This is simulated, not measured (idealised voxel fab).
This section sets out a process module, namely voxel self aligned vias.
Xsec cut, 295 nm wide, square cell size 5 nm.
Throughout this document, each cross-section is represented as a grid of square cells and is presented as a sequence of bands enumerated from the top downward, where a band comprises one or more rows of cells.
Per band: top height and bottom height in nm, followed by the left-to-right materials and their widths in nm; "edge to edge" marks a single material spanning edge to edge, "empty" marks empty space.
Height reference: 0 = level under which incoming wafer is all one material. Lowest band: no bottom, runs on downward, e.g. "top 0, no bottom".
Read "30 to 40" as a graded width: first number on top, second number at the bottom, same change between each pair of neighbouring rows.
"all unchanged" for a step: no cell of the cross-section changed in that step.
The entry "Closed empty spaces" lists the empty spaces that cover at least 8 cells and have no open path to the top. Each is written as width x height at distance, where the distance is measured from the left edge and all three values are in nm.
On a step's line, text after the settings is the simulator commenting on that step.
overlay nm: mask right of planned place by this much (step with mask). Neg. = left.

Plan
1 op RECEIVE | material Si
2 op CONFORMAL_DEP | material SiO2 | thk nm 10
3 op CONFORMAL_DEP | material SiCN | thk nm 5
4 op DIRECTIONAL_DEP | material SiO2 | thk nm 25
5 op MASKED_ETCH | tone open | mask id LINES | width nm 20 | pitch nm 55 | etch materials SiO2 | depth nm 25 | overlay nm 0
6 op CONFORMAL_DEP | material TiN | thk nm 5
7 op FILL_DEP | material W | thk nm 10
8 op CMP | height nm 40
9 op SELECTIVE_ETCH | etch materials W Ru TiN | depth nm 10
10 op FILL_DEP | material SiN | thk nm 10
11 op CMP | height nm 40
12 op DIRECTIONAL_DEP | material SiO2 | thk nm 20
13 op MASKED_ETCH | tone open | mask id VIAS | width nm 40 | pitch nm 55 | etch materials SiO2 | depth nm 20 | overlay nm 0
14 op MASKED_ETCH | tone open | mask id VIAS | width nm 40 | pitch nm 55 | etch materials SiN | depth nm 10 | overlay nm 0
15 op CONFORMAL_DEP | material TiN | thk nm 5
16 op FILL_DEP | material Cu | thk nm 10
17 op CMP | height nm 60
18 op CONFORMAL_DEP | material SiCN | thk nm 5

First out of two wafers; run went to plan

This is the cross-section of the wafer as we received it, i.e. after step 1
	top 0, no bottom  Si edge to edge
	Closed empty spaces: none

Cross-section: wafer state after step 2
	top 10, bottom 0  SiO2 edge to edge
	No changes below 0.

Cross-section: wafer state after step 3
	top 15, bottom 10  SiCN edge to edge
	No changes below 10.

Cross-section: wafer state after step 4
	top 40, bottom 15  SiO2 edge to edge
	No changes below 15.

Cross-section: wafer state after step 5
	top 40, bottom 15  SiO2 (80) | empty (20) | SiO2 (35) | empty (20) | SiO2 (35) | empty (20) | SiO2 (85)
	No changes below 15.

Cross-section: wafer state after step 6
	top 45, bottom 40  TiN (85) | empty (10) | TiN (45) | empty (10) | TiN (45) | empty (10) | TiN (90)
	top 40, bottom 20  SiO2 (80) | TiN (5) | empty (10) | TiN (5) | SiO2 (35) | TiN (5) | empty (10) | TiN (5) | SiO2 (35) | TiN (5) | empty (10) | TiN (5) | SiO2 (85)
	top 20, bottom 15  SiO2 (80) | TiN (20) | SiO2 (35) | TiN (20) | SiO2 (35) | TiN (20) | SiO2 (85)
	No changes below 15.

Cross-section: wafer state after step 7
	top 55, bottom 45  W edge to edge
	top 45, bottom 40  TiN (85) | W (10) | TiN (45) | W (10) | TiN (45) | W (10) | TiN (90)
	top 40, bottom 20  SiO2 (80) | TiN (5) | W (10) | TiN (5) | SiO2 (35) | TiN (5) | W (10) | TiN (5) | SiO2 (35) | TiN (5) | W (10) | TiN (5) | SiO2 (85)
	No changes below 20.

Cross-section: wafer state after step 8
	top 40, bottom 20  SiO2 (80) | TiN (5) | W (10) | TiN (5) | SiO2 (35) | TiN (5) | W (10) | TiN (5) | SiO2 (35) | TiN (5) | W (10) | TiN (5) | SiO2 (85)
	No changes below 20.

Cross-section: wafer state after step 9
	top 40, bottom 30  SiO2 (80) | empty (20) | SiO2 (35) | empty (20) | SiO2 (35) | empty (20) | SiO2 (85)
	No changes below 30.

Cross-section: wafer state after step 10
	top 50, bottom 40  SiN edge to edge
	top 40, bottom 30  SiO2 (80) | SiN (20) | SiO2 (35) | SiN (20) | SiO2 (35) | SiN (20) | SiO2 (85)
	No changes below 30.

Cross-section: wafer state after step 11
	top 40, bottom 30  SiO2 (80) | SiN (20) | SiO2 (35) | SiN (20) | SiO2 (35) | SiN (20) | SiO2 (85)
	No changes below 30.

Cross-section: wafer state after step 12
	top 60, bottom 40  SiO2 edge to edge
	No changes below 40.

Cross-section: wafer state after step 13
	top 60, bottom 40  SiO2 (70) | empty (40) | SiO2 (15) | empty (40) | SiO2 (15) | empty (40) | SiO2 (75)
	No changes below 40.

Cross-section: wafer state after step 14
	top 60, bottom 40  SiO2 (70) | empty (40) | SiO2 (15) | empty (40) | SiO2 (15) | empty (40) | SiO2 (75)
	top 40, bottom 30  SiO2 (80) | empty (20) | SiO2 (35) | empty (20) | SiO2 (35) | empty (20) | SiO2 (85)
	No changes below 30.

Cross-section: wafer state after step 15
	top 65, bottom 60  TiN (75) | empty (30) | TiN (25) | empty (30) | TiN (25) | empty (30) | TiN (80)
	top 60, bottom 45  SiO2 (70) | TiN (5) | empty (30) | TiN (5) | SiO2 (15) | TiN (5) | empty (30) | TiN (5) | SiO2 (15) | TiN (5) | empty (30) | TiN (5) | SiO2 (75)
	top 45, bottom 35  SiO2 (70 to 80) | TiN (15 to 5) | empty (10) | TiN (15 to 5) | SiO2 (15 to 35) | TiN (15 to 5) | empty (10) | TiN (15 to 5) | SiO2 (15 to 35) | TiN (15 to 5) | empty (10) | TiN (15 to 5) | SiO2 (75 to 85)
	top 35, bottom 30  SiO2 (80) | TiN (20) | SiO2 (35) | TiN (20) | SiO2 (35) | TiN (20) | SiO2 (85)
	No changes below 30.

Cross-section: wafer state after step 16
	top 75, bottom 65  Cu edge to edge
	top 65, bottom 60  TiN (75) | Cu (30) | TiN (25) | Cu (30) | TiN (25) | Cu (30) | TiN (80)
	top 60, bottom 45  SiO2 (70) | TiN (5) | Cu (30) | TiN (5) | SiO2 (15) | TiN (5) | Cu (30) | TiN (5) | SiO2 (15) | TiN (5) | Cu (30) | TiN (5) | SiO2 (75)
	top 45, bottom 35  SiO2 (70 to 80) | TiN (15 to 5) | Cu (10) | TiN (15 to 5) | SiO2 (15 to 35) | TiN (15 to 5) | Cu (10) | TiN (15 to 5) | SiO2 (15 to 35) | TiN (15 to 5) | Cu (10) | TiN (15 to 5) | SiO2 (75 to 85)
	No changes below 35.

Cross-section: wafer state after step 17
	top 60, bottom 45  SiO2 (70) | TiN (5) | Cu (30) | TiN (5) | SiO2 (15) | TiN (5) | Cu (30) | TiN (5) | SiO2 (15) | TiN (5) | Cu (30) | TiN (5) | SiO2 (75)
	No changes below 45.

Cross-section: wafer state after step 18
	top 65, bottom 60  SiCN edge to edge
	No changes below 60.

Okay, second wafer. Nothing different at the start, nothing different in the plan, just one mistake somewhere in the running. As far as step 1, counting that step, it's the first wafer all over again

Second wafer, cross-section, planned end of step 2: all unchanged

Second wafer, cross-section, planned end of step 3
	top 5, bottom 0  SiCN edge to edge
	No changes below 0.

Second wafer, cross-section, planned end of step 4
	top 30, bottom 5  SiO2 edge to edge
	No changes below 5.

Second wafer, cross-section, planned end of step 5
	top 30, bottom 5  SiO2 (80) | empty (20) | SiO2 (35) | empty (20) | SiO2 (35) | empty (20) | SiO2 (85)
	No changes below 5.

Second wafer, cross-section, planned end of step 6
	top 35, bottom 30  TiN (85) | empty (10) | TiN (45) | empty (10) | TiN (45) | empty (10) | TiN (90)
	top 30, bottom 10  SiO2 (80) | TiN (5) | empty (10) | TiN (5) | SiO2 (35) | TiN (5) | empty (10) | TiN (5) | SiO2 (35) | TiN (5) | empty (10) | TiN (5) | SiO2 (85)
	top 10, bottom 5  SiO2 (80) | TiN (20) | SiO2 (35) | TiN (20) | SiO2 (35) | TiN (20) | SiO2 (85)
	No changes below 5.

Second wafer, cross-section, planned end of step 7
	top 45, bottom 35  W edge to edge
	top 35, bottom 30  TiN (85) | W (10) | TiN (45) | W (10) | TiN (45) | W (10) | TiN (90)
	top 30, bottom 10  SiO2 (80) | TiN (5) | W (10) | TiN (5) | SiO2 (35) | TiN (5) | W (10) | TiN (5) | SiO2 (35) | TiN (5) | W (10) | TiN (5) | SiO2 (85)
	No changes below 10.

Second wafer, cross-section, planned end of step 8
	top 40, bottom 35  W edge to edge
	No changes below 35.

Second wafer, cross-section, planned end of step 9
	top 30, bottom 10  SiO2 (80) | TiN (5) | W (10) | TiN (5) | SiO2 (35) | TiN (5) | W (10) | TiN (5) | SiO2 (35) | TiN (5) | W (10) | TiN (5) | SiO2 (85)
	No changes below 10.

Second wafer, cross-section, planned end of step 10
	top 40, bottom 30  SiN edge to edge
	No changes below 30.

Second wafer, cross-section, planned end of step 11: all unchanged

Second wafer, cross-section, planned end of step 12
	top 60, bottom 40  SiO2 edge to edge
	No changes below 40.

Second wafer, cross-section, planned end of step 13
	top 60, bottom 40  SiO2 (70) | empty (40) | SiO2 (15) | empty (40) | SiO2 (15) | empty (40) | SiO2 (75)
	No changes below 40.

Second wafer, cross-section, planned end of step 14
	top 60, bottom 40  SiO2 (70) | empty (40) | SiO2 (15) | empty (40) | SiO2 (15) | empty (40) | SiO2 (75)
	top 40, bottom 30  SiN (70) | empty (40) | SiN (15) | empty (40) | SiN (15) | empty (40) | SiN (75)
	No changes below 30.

Second wafer, cross-section, planned end of step 15
	top 65, bottom 60  TiN (75) | empty (30) | TiN (25) | empty (30) | TiN (25) | empty (30) | TiN (80)
	top 60, bottom 40  SiO2 (70) | TiN (5) | empty (30) | TiN (5) | SiO2 (15) | TiN (5) | empty (30) | TiN (5) | SiO2 (15) | TiN (5) | empty (30) | TiN (5) | SiO2 (75)
	top 40, bottom 35  SiN (70) | TiN (5) | empty (30) | TiN (5) | SiN (15) | TiN (5) | empty (30) | TiN (5) | SiN (15) | TiN (5) | empty (30) | TiN (5) | SiN (75)
	top 35, bottom 30  SiN (70) | TiN (40) | SiN (15) | TiN (40) | SiN (15) | TiN (40) | SiN (75)
	No changes below 30.

Second wafer, cross-section, planned end of step 16
	top 75, bottom 65  Cu edge to edge
	top 65, bottom 60  TiN (75) | Cu (30) | TiN (25) | Cu (30) | TiN (25) | Cu (30) | TiN (80)
	top 60, bottom 40  SiO2 (70) | TiN (5) | Cu (30) | TiN (5) | SiO2 (15) | TiN (5) | Cu (30) | TiN (5) | SiO2 (15) | TiN (5) | Cu (30) | TiN (5) | SiO2 (75)
	top 40, bottom 35  SiN (70) | TiN (5) | Cu (30) | TiN (5) | SiN (15) | TiN (5) | Cu (30) | TiN (5) | SiN (15) | TiN (5) | Cu (30) | TiN (5) | SiN (75)
	No changes below 35.

Second wafer, cross-section, planned end of step 17
	top 60, bottom 40  SiO2 (70) | TiN (5) | Cu (30) | TiN (5) | SiO2 (15) | TiN (5) | Cu (30) | TiN (5) | SiO2 (15) | TiN (5) | Cu (30) | TiN (5) | SiO2 (75)
	No changes below 40.

Second wafer, cross-section, planned end of step 18
	top 65, bottom 60  SiCN edge to edge
	No changes below 60.
What went wrong in running the wafer? step 2 of the plan was omitted and not executed
Cell-count delta at end, second wafer over first, by material: +24 Cu | +70 SiN | -118 SiO2 | +12 TiN | +12 W
